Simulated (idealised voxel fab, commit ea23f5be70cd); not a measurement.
process module | voxel gate over fins
cross-section cut | 145 nm wide | cells 5 nm
A cross-section is a grid of square cells, given in bands from the top down. A band is one or more rows of cells.
Each band's line starts with the height of the band's top and of its bottom, in nm. Then come its materials from left to right, each with its width in nm. One material with "throughout" fills the band from edge to edge. "air" is empty space.
Height 0 is the level under which the wafer as received is all one material. The lowest band goes on downwards, as in "0 down".
A width such as "30 to 40" changes by the same amount from each row of cells to the next, from the band's top row to its bottom row.
"no change" after a step means that no cell of the cross-section changed.
closed voids: empty space of 8 cells or more with no open way to the top, each as width x height at its distance from the left edge, in nm
after a step's settings: what the simulator itself notes on the step
overlay nm, on a step with a mask: how far to the right of its planned place the mask lay; to the left if negative
plan
1 op RECEIVE | material Si
2 op CONFORMAL_DEP | material SiN | thk nm 5
3 op MASKED_ETCH | tone cover | mask id FINS | width nm 15 | pitch nm 35 | etch materials SiN | depth nm 5 | overlay nm 0
4 op MASKED_ETCH | tone cover | mask id FINS | width nm 15 | pitch nm 35 | etch materials Si | depth nm 30 | overlay nm 0
5 op FILL_DEP | material SiO2 | thk nm 10
6 op CMP | height nm 5
7 op SELECTIVE_ETCH | etch materials SiO2 | depth nm 20
8 op STRIP | etch materials SiN
9 op CONFORMAL_DEP | material HfO2 | thk nm 5
10 op CONFORMAL_DEP | material TiN | thk nm 5
11 op CONFORMAL_DEP | material TiAl | thk nm 5
12 op CONFORMAL_DEP | material TiN | thk nm 5
13 op FILL_DEP | material W | thk nm 10
14 op CMP | height nm 25
15 op CONFORMAL_DEP | material SiN | thk nm 5
first wafer, as planned
as received, after step 1
  0 down: Si throughout
  closed voids: none
after step 2
  5 to 0: SiN throughout
  below 0: unchanged
after step 3
  5 to 0: air 45 | SiN 15 | air 20 | SiN 15 | air 50
  below 0: unchanged
after step 4
  5 to 0: air 45 | SiN 15 | air 20 | SiN 15 | air 50
  0 to -30: air 45 | Si 15 | air 20 | Si 15 | air 50
  below -30: unchanged
after step 5
  15 to 5: SiO2 throughout
  5 to 0: SiO2 45 | SiN 15 | SiO2 20 | SiN 15 | SiO2 50
  0 to -30: SiO2 45 | Si 15 | SiO2 20 | Si 15 | SiO2 50
  below -30: unchanged
after step 6
  5 to 0: SiO2 45 | SiN 15 | SiO2 20 | SiN 15 | SiO2 50
  below 0: unchanged
after step 7
  5 to 0: air 45 | SiN 15 | air 20 | SiN 15 | air 50
  0 to -15: air 45 | Si 15 | air 20 | Si 15 | air 50
  below -15: unchanged
after step 8
  0 to -15: air 45 | Si 15 | air 20 | Si 15 | air 50
  below -15: unchanged
after step 9
  5 to 0: air 40 | HfO2 25 | air 10 | HfO2 25 | air 45
  0 to -10: air 40 | HfO2 5 | Si 15 | HfO2 5 | air 10 | HfO2 5 | Si 15 | HfO2 5 | air 45
  -10 to -15: HfO2 45 | Si 15 | HfO2 20 | Si 15 | HfO2 50
  below -15: unchanged
after step 10
  10 to 5: air 35 | TiN 70 | air 40
  5 to 0: air 35 | TiN 5 | HfO2 25 | TiN 10 | HfO2 25 | TiN 5 | air 40
  0 to -5: air 35 | TiN 5 | HfO2 5 | Si 15 | HfO2 5 | TiN 10 | HfO2 5 | Si 15 | HfO2 5 | TiN 5 | air 40
  -5 to -10: TiN 40 | HfO2 5 | Si 15 | HfO2 5 | TiN 10 | HfO2 5 | Si 15 | HfO2 5 | TiN 45
  below -10: unchanged
after step 11
  15 to 10: air 30 | TiAl 80 | air 35
  10 to 5: air 30 | TiAl 5 | TiN 70 | TiAl 5 | air 35
  5 to 0: air 30 | TiAl 5 | TiN 5 | HfO2 25 | TiN 10 | HfO2 25 | TiN 5 | TiAl 5 | air 35
  0 to -5: TiAl 35 | TiN 5 | HfO2 5 | Si 15 | HfO2 5 | TiN 10 | HfO2 5 | Si 15 | HfO2 5 | TiN 5 | TiAl 40
  below -5: unchanged
after step 12
  20 to 15: air 25 | TiN 90 | air 30
  15 to 10: air 25 | TiN 5 | TiAl 80 | TiN 5 | air 30
  10 to 5: air 25 | TiN 5 | TiAl 5 | TiN 70 | TiAl 5 | TiN 5 | air 30
  5 to 0: TiN 30 | TiAl 5 | TiN 5 | HfO2 25 | TiN 10 | HfO2 25 | TiN 5 | TiAl 5 | TiN 35
  below 0: unchanged
after step 13
  30 to 20: W throughout
  20 to 15: W 25 | TiN 90 | W 30
  15 to 10: W 25 | TiN 5 | TiAl 80 | TiN 5 | W 30
  10 to 5: W 25 | TiN 5 | TiAl 5 | TiN 70 | TiAl 5 | TiN 5 | W 30
  below 5: unchanged
after step 14
  25 to 20: W throughout
  below 20: unchanged
after step 15
  30 to 25: SiN throughout
  below 25: unchanged
second wafer: like start, like plan, one mistake. Through step 11 it matches the first wafer
when step 12 should have ended
  20 to 15: air 25 | HfO2 90 | air 30
  15 to 10: air 25 | HfO2 5 | TiAl 80 | HfO2 5 | air 30
  10 to 5: air 25 | HfO2 5 | TiAl 5 | TiN 70 | TiAl 5 | HfO2 5 | air 30
  5 to 0: HfO2 30 | TiAl 5 | TiN 5 | HfO2 25 | TiN 10 | HfO2 25 | TiN 5 | TiAl 5 | HfO2 35
  below 0: unchanged
when step 13 should have ended
  30 to 20: W throughout
  20 to 15: W 25 | HfO2 90 | W 30
  15 to 10: W 25 | HfO2 5 | TiAl 80 | HfO2 5 | W 30
  10 to 5: W 25 | HfO2 5 | TiAl 5 | TiN 70 | TiAl 5 | HfO2 5 | W 30
  below 5: unchanged
when step 14 should have ended
  25 to 20: W throughout
  below 20: unchanged
when step 15 should have ended
  30 to 25: SiN throughout
  below 25: unchanged
what went wrong: step 12 ran as: op CONFORMAL_DEP | material HfO2 | thk nm 5
at the end the second wafer has, in cells: 35 more of HfO2 | 35 fewer of TiN
